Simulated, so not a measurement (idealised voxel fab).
Process module name: voxel self aligned vias
Each square cell in cross-section cut measures 5 nm, and the section as a whole is 245 nm wide.
Cross-section layout: square cells on a grid; listed as bands, top to bottom; a band spans one or more cell rows. Each band's line starts with the height of the band's top and of its bottom, in nm. Then come its materials from left to right, each with its width in nm. One material with "throughout" fills the band from edge to edge. "blank" is empty space. Heights from 0 (as-received wafer is one material below). Bottom band endless downward, as "z 0 and below". Width: "30->40" (first number = top row, second number = bottom row, same change from row to row of cells). The cross-section has no changed cell in any step marked "no change occurred". This entry, "Enclosed cavity list", enumerates those empty regions of no fewer than 8 cells that possess no open connection to the top. Each region is reported in the form width x height at distance, the distance being taken from the left edge, with all three quantities expressed in nm. after a step's settings: what the simulator itself notes on the step. "overlay nm" denotes, for a step that has a mask, the displacement of the mask to the right of its planned place, with negative values corresponding to the left.
Intended process steps
| 1 | op RECEIVE | material Si |
| 2 | op CONFORMAL_DEP | material SiO2 | thk nm 15 |
| 3 | op CONFORMAL_DEP | material SiCN | thk nm 5 |
| 4 | op DIRECTIONAL_DEP | material SiO2 | thk nm 25 |
| 5 | op MASKED_ETCH | tone open | mask id LINES | width nm 30 | pitch nm 65 | etch materials SiO2 | depth nm 25 | overlay nm 0 |
| 6 | op CONFORMAL_DEP | material TiN | thk nm 5 |
| 7 | op FILL_DEP | material W | thk nm 10 |
| 8 | op CMP | height nm 45 |
| 9 | op SELECTIVE_ETCH | etch materials W Ru TiN | depth nm 5 |
| 10 | op FILL_DEP | material SiN | thk nm 5 |
| 11 | op CMP | height nm 45 |
| 12 | op DIRECTIONAL_DEP | material SiO2 | thk nm 15 |
| 13 | op MASKED_ETCH | tone open | mask id VIAS | width nm 50 | pitch nm 65 | etch materials SiO2 | depth nm 15 | overlay nm 0 |
| 14 | op MASKED_ETCH | tone open | mask id VIAS | width nm 50 | pitch nm 65 | etch materials SiN | depth nm 5 | overlay nm 0 |
| 15 | op CONFORMAL_DEP | material TiN | thk nm 5 |
| 16 | op FILL_DEP | material W | thk nm 5 |
| 17 | op CMP | height nm 60 |
| 18 | op CONFORMAL_DEP | material SiCN | thk nm 5 |
Delivered wafer in cross-section: state after step 1
	z 0 and below = Si throughout
	Enclosed cavity list: none
Same starting wafer, same plan as above, one mistake in the execution; this is the cross-section at the end of the module
	z 65 to 60 = SiCN throughout
	z 60 to 50 = SiO2: 30; TiN: 5; W: 40; TiN: 5; SiO2: 15; TiN: 5; W: 40; TiN: 5; SiO2: 15; TiN: 5; W: 40; TiN: 5; SiO2: 35
	z 50 to 45 = SiO2: 30; TiN: 20; W: 10; TiN: 20; SiO2: 15; TiN: 20; W: 10; TiN: 20; SiO2: 15; TiN: 20; W: 10; TiN: 20; SiO2: 35
	z 45 to 40 = SiO2: 40; TiN: 30; SiO2: 35; TiN: 30; SiO2: 35; TiN: 30; SiO2: 45
	z 40 to 25 = SiO2: 40; TiN: 5; W: 20; TiN: 5; SiO2: 35; TiN: 5; W: 20; TiN: 5; SiO2: 35; TiN: 5; W: 20; TiN: 5; SiO2: 45
	z 25 to 20 = SiO2: 40; TiN: 30; SiO2: 35; TiN: 30; SiO2: 35; TiN: 30; SiO2: 45
	z 20 to 15 = SiCN throughout
	z 15 to 0 = SiO2 throughout
	z 0 and below = Si throughout
	Enclosed cavity list: none
Run error: not per plan at step 9, really ran op SELECTIVE_ETCH | etch materials W | depth nm 5
